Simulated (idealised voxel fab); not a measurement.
Process module in this document: voxel ribs on slabs
Section cut is 265 nm wide and gridded with 5 nm square cells.
Cross-section layout: square cells on a grid; listed as bands, top to bottom; a band spans one or more cell rows. Quick guide to a band line: top height, bottom height (nm) up front; then every material left to right with its width in nm. Only one material and it's marked "full width"? Then it fills the band edge to edge. And "empty" just means empty space. The level at which height equals 0 is the one under which the wafer, as it arrives, is entirely one material. No lower edge exists for the bottom band, which continues downward and is notated as in "0..down". Quick explanation for "30->40": the width changes in equal steps down the rows of cells, from the first number in the band's top row to the second number in its bottom row. Step note "left unchanged" = no cross-section cell changed. The list in "Closed void list" covers empty spaces of 8 cells or more that cannot reach the top through any open way, and it gives each as width x height at distance; the distance is from the left edge, and width, height and distance are in nm. Past the settings on a step's line: simulator remark, on that step. The "overlay nm" setting may appear on a step's line; for a step that uses a mask, it gives how far to the right of its planned position the mask lay, and a negative value indicates the left.

### Here's what the planned process steps look like
- 1: RECEIVE [material Si]
- 2: DIRECTIONAL_DEP [material SiO2] [thk nm 25]
- 3: DIRECTIONAL_DEP [material polySi] [thk nm 15]
- 4: DIRECTIONAL_DEP [material aC] [thk nm 15]
- 5: PATTERN [tone cover] [mask id RIB] [material resist] [width nm 20] [thk nm 30] [overlay nm 0]
- 6: DIRECTIONAL_ETCH [etch materials aC] [depth nm 15]
- 7: STRIP [etch materials resist]
- 8: DIRECTIONAL_ETCH [etch materials polySi] [depth nm 5]
- 9: STRIP [etch materials aC]
- 10: DIRECTIONAL_DEP [material aC] [thk nm 10]
- 11: PATTERN [tone cover] [mask id SLAB] [material resist] [width nm 50] [thk nm 25] [overlay nm 0]
- 12: DIRECTIONAL_ETCH [etch materials aC] [depth nm 10]
- 13: STRIP [etch materials resist]
- 14: DIRECTIONAL_ETCH [etch materials polySi] [depth nm 10]
- 15: STRIP [etch materials aC]
- 16: FILL_DEP [material SiO2] [thk nm 30]
- 17: CMP [height nm 60]
- 18: DIRECTIONAL_DEP [material W] [thk nm 10]
- 19: MASKED_ETCH [tone cover] [mask id HEATER] [width nm 30] [etch materials W] [depth nm 10] [overlay nm 0]
- 20: CONFORMAL_DEP [material SiO2] [thk nm 10]

### Cross-section of the wafer as it came to us, i.e., already through step 1
* 0..down | Si full width
* Closed void list: none

### Cross-sectional image of the first of two wafers at the end of the module, the run having proceeded as planned
* 80..70 | empty 105 nm, then SiO2 50 nm, then empty 110 nm
* 70..60 | SiO2 115 nm, then W 30 nm, then SiO2 120 nm
* 60..40 | SiO2 full width
* 40..35 | SiO2 120 nm, then polySi 20 nm, then SiO2 125 nm
* 35..25 | SiO2 105 nm, then polySi 50 nm, then SiO2 110 nm
* 25..0 | SiO2 full width
* 0..down | Si full width
* Closed void list: none

### Cross-section of the latter of the two wafers at module completion. It had an identical start and an identical plan to the former; in running it, one mistake was made
* 80..70 | empty 105 nm, then SiO2 50 nm, then empty 110 nm
* 70..60 | SiO2 115 nm, then W 30 nm, then SiO2 120 nm
* 60..55 | SiO2 full width
* 55..50 | SiO2 120 nm, then polySi 20 nm, then SiO2 125 nm
* 50..40 | SiO2 105 nm, then polySi 50 nm, then SiO2 110 nm
* 40..25 | polySi full width
* 25..0 | SiO2 full width
* 0..down | Si full width
* Closed void list: none
So what did we get wrong on this run? heads up, step 3 of the plan got done twice
Heads up, by the end the second wafer has more or fewer cells of some materials compared to the first: 159 fewer of SiO2, 159 more of polySi
